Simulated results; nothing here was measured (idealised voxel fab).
Proc. module: voxel gate over fins
We display cut, a cross-section 275 nm in width whose square cells are each 5 nm.
Throughout this document, each cross-section is represented as a grid of square cells and is presented as a sequence of bands enumerated from the top downward, where a band comprises one or more rows of cells. Band: top height; bottom height; in nm. Then, left to right: material with width in nm, for each material. "everywhere": a single material spanning edge to edge. "empty": empty space. Heights are expressed relative to 0, this being the level below which the as-received wafer comprises one material exclusively. The lowest band is unbounded in the downward direction and is denoted as in "0 -> down". Width: "30..40" (first number = top row, second number = bottom row, same change from row to row of cells). It should be understood that the words "no change occurred", when stated for a given step, signify that the cross-section underwent no change in any of its cells during that step. You'll see "Sealed internal voids" listing empty spaces that have no way open to the top, as long as they're 8 cells or more; the notation is width x height at distance, where the distance is from the left edge, and all of it is in nm. Whatever follows a step's settings on its line is a remark the simulator itself makes about that step. "overlay nm", when on a step's line for a step with a mask, measures how far to the right of its planned place the mask lay; a negative measure means to the left.
# Set out below are the planned steps of the process
| 1 | RECEIVE, material Si |
| 2 | CONFORMAL_DEP, material SiN, thk nm 10 |
| 3 | DIRECTIONAL_DEP, material aC, thk nm 15 |
| 4 | PATTERN, tone cover, mask id FINS, material resist, width nm 15, pitch nm 60, thk nm 30, overlay nm 0 |
| 5 | DIRECTIONAL_ETCH, etch materials aC, depth nm 15 |
| 6 | STRIP, etch materials resist |
| 7 | DIRECTIONAL_ETCH, etch materials SiN, depth nm 10 |
| 8 | DIRECTIONAL_ETCH, etch materials Si, depth nm 30 |
| 9 | STRIP, etch materials aC |
| 10 | FILL_DEP, material SiO2, thk nm 10 |
| 11 | CMP, height nm 10 |
| 12 | DIRECTIONAL_DEP, material aC, thk nm 15 |
| 13 | PATTERN, tone open, mask id RAIL, material resist, width nm 15, thk nm 35, overlay nm 0 |
| 14 | DIRECTIONAL_ETCH, etch materials aC, depth nm 15 |
| 15 | STRIP, etch materials resist |
| 16 | DIRECTIONAL_ETCH, etch materials SiO2, depth nm 35 |
| 17 | STRIP, etch materials aC |
| 18 | CONFORMAL_DEP, material TiN, thk nm 5 |
| 19 | FILL_DEP, material W, thk nm 10 |
| 20 | CMP, height nm 10 |
| 21 | SELECTIVE_ETCH, etch materials W Ru TiN, depth nm 25 |
| 22 | FILL_DEP, material SiO2, thk nm 5 |
| 23 | CMP, height nm 10 |
| 24 | SELECTIVE_ETCH, etch materials SiO2, depth nm 20 |
| 25 | STRIP, etch materials SiN |
| 26 | CONFORMAL_DEP, material HfO2, thk nm 5 |
| 27 | CONFORMAL_DEP, material TiN, thk nm 5 |
| 28 | CONFORMAL_DEP, material TiAl, thk nm 5 |
| 29 | CONFORMAL_DEP, material TiN, thk nm 5 |
| 30 | FILL_DEP, material W, thk nm 15 |
| 31 | CMP, height nm 30 |
| 32 | CONFORMAL_DEP, material SiN, thk nm 10 |
# Shown in cross-section is the wafer as received, that is, as it stands after step 1
    0 -> down | Si everywhere
    Sealed internal voids: none
# Figure: cross-sectional view of the wafer upon completion of the module, processed from the initial state and according to the plan depicted above, with one error introduced during execution
    40 -> 30 | SiN everywhere
    30 -> 20 | W everywhere
    20 -> 15 | W=80 / TiN=55 / W=5 / TiN=55 / W=80
    15 -> 10 | W=80 / TiN=5 / TiAl=45 / TiN=5 / W=5 / TiN=5 / TiAl=45 / TiN=5 / W=80
    10 -> 5 | TiN=85 / TiAl=5 / TiN=35 / TiAl=5 / TiN=15 / TiAl=5 / TiN=35 / TiAl=5 / TiN=85
    5 -> 0 | TiAl=90 / TiN=5 / HfO2=25 / TiN=5 / TiAl=25 / TiN=5 / HfO2=25 / TiN=5 / TiAl=90
    0 -> -5 | TiN=95 / HfO2=5 / Si=15 / HfO2=5 / TiN=35 / HfO2=5 / Si=15 / HfO2=5 / TiN=95
    -5 -> -10 | HfO2=100 / Si=15 / HfO2=45 / Si=15 / HfO2=100
    -10 -> -15 | SiO2=100 / Si=15 / SiO2=45 / Si=15 / SiO2=100
    -15 -> -20 | SiO2=100 / Si=15 / SiO2=10 / TiN=5 / W=5 / TiN=5 / SiO2=20 / Si=15 / SiO2=100
    -20 -> -25 | SiO2=100 / Si=15 / SiO2=10 / TiN=15 / SiO2=20 / Si=15 / SiO2=100
    -25 -> -30 | SiO2=100 / Si=15 / SiO2=45 / Si=15 / SiO2=100
    -30 -> down | Si everywhere
    Sealed internal voids: none
Short version of what went wrong: the process deviated at step 13: the operation and settings actually run there were PATTERN, tone open, mask id RAIL, material resist, width nm 15, thk nm 35, overlay nm -5
